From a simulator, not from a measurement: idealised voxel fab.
Title: Process Module voxel tone inversion
Shown is cross-section cut, with a width of 200 nm and square cells of size 5 nm.
Cross-section format: a grid of square cells, given as bands from top to bottom; each band is one or more rows of cells.
For a band, the entry starts with two heights in nm, that of the top and then that of the bottom, and carries on with the band's materials in order from left to right, each alongside its width in nm; the word "full width" beside a single material means it fills the band edge to edge, and "empty" means empty space.
A quick word on heights: they are counted from 0, and under that level the wafer as it came to us is one material throughout. The lowest band is different from the rest in having no bottom; it simply continues downward, written as in "top 0, no bottom".
Width: "30 to 40" (first number = top row, second number = bottom row, same change from row to row of cells).
"remained the same" for a step: no cell of the cross-section changed in that step.
In "Internal closed voids" the enclosed voids are listed, meaning empty spaces of 8 cells or larger without any opening to the top. The form is width x height at distance, distance from the left edge, units nm.
Post-settings text on a step line: simulator's own remark regarding the step.
Among the settings permitted on a step's line is "overlay nm"; applied to a step with a mask, it specifies the extent to which the mask lay to the right of its planned position, whereas a negative figure signifies a position to the left.

-- These are the steps we planned for the process
| 1 | RECEIVE: material Si |
| 2 | CONFORMAL_DEP: material SiN, thk nm 10 |
| 3 | DIRECTIONAL_DEP: material polySi, thk nm 15 |
| 4 | PATTERN: tone cover, mask id POSTS, material resist, width nm 15, pitch nm 35, thk nm 25, overlay nm 0 |
| 5 | DIRECTIONAL_ETCH: etch materials polySi, depth nm 15 |
| 6 | STRIP: etch materials resist |
| 7 | FILL_DEP: material SiO2, thk nm 10 |
| 8 | CMP: height nm 25 |
| 9 | STRIP: etch materials polySi |
| 10 | CONFORMAL_DEP: material TiN, thk nm 5 |
| 11 | FILL_DEP: material Ru, thk nm 10 |
| 12 | CMP: height nm 25 |
| 13 | CONFORMAL_DEP: material SiN, thk nm 5 |

-- Account of the first of two wafers, which was processed as intended

-- Received-state cross-section, reflecting completion of step 1
	top 0, no bottom  Si full width
	Internal closed voids: none

-- After step 2, in cross-section
	top 10, bottom 0  SiN full width
	Nothing below the height 0 has changed.

-- After step 3, in cross-section
	top 25, bottom 10  polySi full width
	Nothing below the height 10 has changed.

-- After step 4, in cross-section
	top 50, bottom 25  empty=55, resist=15, empty=20, resist=15, empty=20, resist=15, empty=60
	Nothing below the height 25 has changed.

-- After step 5, in cross-section
	top 50, bottom 25  empty=55, resist=15, empty=20, resist=15, empty=20, resist=15, empty=60
	top 25, bottom 10  empty=55, polySi=15, empty=20, polySi=15, empty=20, polySi=15, empty=60
	Nothing below the height 10 has changed.

-- After step 6, in cross-section
	top 25, bottom 10  empty=55, polySi=15, empty=20, polySi=15, empty=20, polySi=15, empty=60
	Nothing below the height 10 has changed.

-- After step 7, in cross-section
	top 35, bottom 25  SiO2 full width
	top 25, bottom 10  SiO2=55, polySi=15, SiO2=20, polySi=15, SiO2=20, polySi=15, SiO2=60
	Nothing below the height 10 has changed.

-- After step 8, in cross-section
	top 25, bottom 10  SiO2=55, polySi=15, SiO2=20, polySi=15, SiO2=20, polySi=15, SiO2=60
	Nothing below the height 10 has changed.

-- After step 9, in cross-section
	top 25, bottom 10  SiO2=55, empty=15, SiO2=20, empty=15, SiO2=20, empty=15, SiO2=60
	Nothing below the height 10 has changed.

-- After step 10, in cross-section
	top 30, bottom 25  TiN=60, empty=5, TiN=30, empty=5, TiN=30, empty=5, TiN=65
	top 25, bottom 15  SiO2=55, TiN=5, empty=5, TiN=5, SiO2=20, TiN=5, empty=5, TiN=5, SiO2=20, TiN=5, empty=5, TiN=5, SiO2=60
	top 15, bottom 10  SiO2=55, TiN=15, SiO2=20, TiN=15, SiO2=20, TiN=15, SiO2=60
	Nothing below the height 10 has changed.

-- After step 11, in cross-section
	top 40, bottom 30  Ru full width
	top 30, bottom 25  TiN=60, Ru=5, TiN=30, Ru=5, TiN=30, Ru=5, TiN=65
	top 25, bottom 15  SiO2=55, TiN=5, Ru=5, TiN=5, SiO2=20, TiN=5, Ru=5, TiN=5, SiO2=20, TiN=5, Ru=5, TiN=5, SiO2=60
	Nothing below the height 15 has changed.

-- After step 12, in cross-section
	top 25, bottom 15  SiO2=55, TiN=5, Ru=5, TiN=5, SiO2=20, TiN=5, Ru=5, TiN=5, SiO2=20, TiN=5, Ru=5, TiN=5, SiO2=60
	Nothing below the height 15 has changed.

-- After step 13, in cross-section
	top 30, bottom 25  SiN full width
	Nothing below the height 25 has changed.

-- The Second Wafer: Common Origin and Plan, One Mistake in Execution, Identical to the First Through Step 3

-- The second wafer in cross-section, at the planned close of step 4
	top 50, bottom 25  empty=55, resist=20, empty=15, resist=20, empty=15, resist=20, empty=55
	Nothing below the height 25 has changed.

-- The second wafer in cross-section, at the planned close of step 5
	top 50, bottom 25  empty=55, resist=20, empty=15, resist=20, empty=15, resist=20, empty=55
	top 25, bottom 10  empty=55, polySi=20, empty=15, polySi=20, empty=15, polySi=20, empty=55
	Nothing below the height 10 has changed.

-- The second wafer in cross-section, at the planned close of step 6
	top 25, bottom 10  empty=55, polySi=20, empty=15, polySi=20, empty=15, polySi=20, empty=55
	Nothing below the height 10 has changed.

-- The second wafer in cross-section, at the planned close of step 7
	top 35, bottom 25  SiO2 full width
	top 25, bottom 10  SiO2=55, polySi=20, SiO2=15, polySi=20, SiO2=15, polySi=20, SiO2=55
	Nothing below the height 10 has changed.

-- The second wafer in cross-section, at the planned close of step 8
	top 25, bottom 10  SiO2=55, polySi=20, SiO2=15, polySi=20, SiO2=15, polySi=20, SiO2=55
	Nothing below the height 10 has changed.

-- The second wafer in cross-section, at the planned close of step 9
	top 25, bottom 10  SiO2=55, empty=20, SiO2=15, empty=20, SiO2=15, empty=20, SiO2=55
	Nothing below the height 10 has changed.

-- The second wafer in cross-section, at the planned close of step 10
	top 30, bottom 25  TiN=60, empty=10, TiN=25, empty=10, TiN=25, empty=10, TiN=60
	top 25, bottom 15  SiO2=55, TiN=5, empty=10, TiN=5, SiO2=15, TiN=5, empty=10, TiN=5, SiO2=15, TiN=5, empty=10, TiN=5, SiO2=55
	top 15, bottom 10  SiO2=55, TiN=20, SiO2=15, TiN=20, SiO2=15, TiN=20, SiO2=55
	Nothing below the height 10 has changed.

-- The second wafer in cross-section, at the planned close of step 11
	top 40, bottom 30  Ru full width
	top 30, bottom 25  TiN=60, Ru=10, TiN=25, Ru=10, TiN=25, Ru=10, TiN=60
	top 25, bottom 15  SiO2=55, TiN=5, Ru=10, TiN=5, SiO2=15, TiN=5, Ru=10, TiN=5, SiO2=15, TiN=5, Ru=10, TiN=5, SiO2=55
	Nothing below the height 15 has changed.

-- The second wafer in cross-section, at the planned close of step 12
	top 25, bottom 15  SiO2=55, TiN=5, Ru=10, TiN=5, SiO2=15, TiN=5, Ru=10, TiN=5, SiO2=15, TiN=5, Ru=10, TiN=5, SiO2=55
	Nothing below the height 15 has changed.

-- The second wafer in cross-section, at the planned close of step 13
	top 30, bottom 25  SiN full width
	Nothing below the height 25 has changed.
Deviation noted in wafer processing: step 4: run off-plan, actual operation and settings PATTERN: tone cover, mask id POSTS, material resist, width nm 20, pitch nm 35, thk nm 25, overlay nm 0
Count the cells at the end and the second wafer has more or fewer of some materials than the first: Ru: 6 more | SiO2: 9 fewer | TiN: 3 more
